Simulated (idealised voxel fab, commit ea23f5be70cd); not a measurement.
Process module in this document: voxel released beams
cross-section cut | 295 nm wide | cells 5 nm
Format of a cross-section: grid, square cells. Given as bands. Order: top down. Band: one or more rows of cells.
Quick guide to a band line: top height, bottom height (nm) up front; then every material left to right with its width in nm. Only one material and it's marked "edge to edge"? Then it fills the band edge to edge. And "air" just means empty space.
Basically, 0 is our baseline, since under it the wafer straight out of the box is all one material. The bottom band has no lower end and keeps on going down, so it looks like "z 0 and below".
The width entry "30->40" should be interpreted row by row: the top row of cells in the band takes the first number, the bottom row takes the second number, and the change between adjacent rows is uniform throughout.
A step reported as "changes: none" is a step in which no cell of the cross-section changed.
Reported under the label "Closed void table" are the empty spaces having no open way to the top and comprising 8 cells or more; the notation for each is width x height at distance, in which the distance is measured from the left edge and all three values are in nm.
Note: text after step settings on the step line = simulator remark on that step.
"overlay nm", when on a step's line for a step with a mask, measures how far to the right of its planned place the mask lay; a negative measure means to the left.
So here's the lineup of process steps we planned:
1) RECEIVE, material Si
2) CONFORMAL_DEP, material Al2O3, thk nm 10
3) DIRECTIONAL_DEP, material SiO2, thk nm 20
4) MASKED_ETCH, tone open, mask id ANCHOR, width nm 35, etch materials SiO2, depth nm 20, overlay nm 0
5) CONFORMAL_DEP, material W, thk nm 10
6) DIRECTIONAL_DEP, material aC, thk nm 15
7) PATTERN, tone cover, mask id BEAM, material resist, width nm 105, thk nm 35, overlay nm 0
8) DIRECTIONAL_ETCH, etch materials aC, depth nm 15
9) STRIP, etch materials resist
10) DIRECTIONAL_ETCH, etch materials W, depth nm 10
11) STRIP, etch materials aC
12) STRIP, etch materials SiO2
Same starting wafers, different width nm at step 7. Plan value belongs to the first wafer.
After step 1, as received: first of several wafers, cross-section:
> z 0 and below: Si edge to edge
> Closed void table: none
each wafer at the end: cells of each material gained (+) or lost (-) since it was received, then its closed voids:
width nm 105, +118 Al2O3, +58 W, Closed void table: none
width nm 110, +118 Al2O3, +60 W, Closed void table: none
width nm 115, +118 Al2O3, +62 W, Closed void table: none
width nm 120, +118 Al2O3, +64 W, Closed void table: none
width nm 125, +118 Al2O3, +66 W, Closed void table: none
width nm 130, +118 Al2O3, +68 W, Closed void table: none
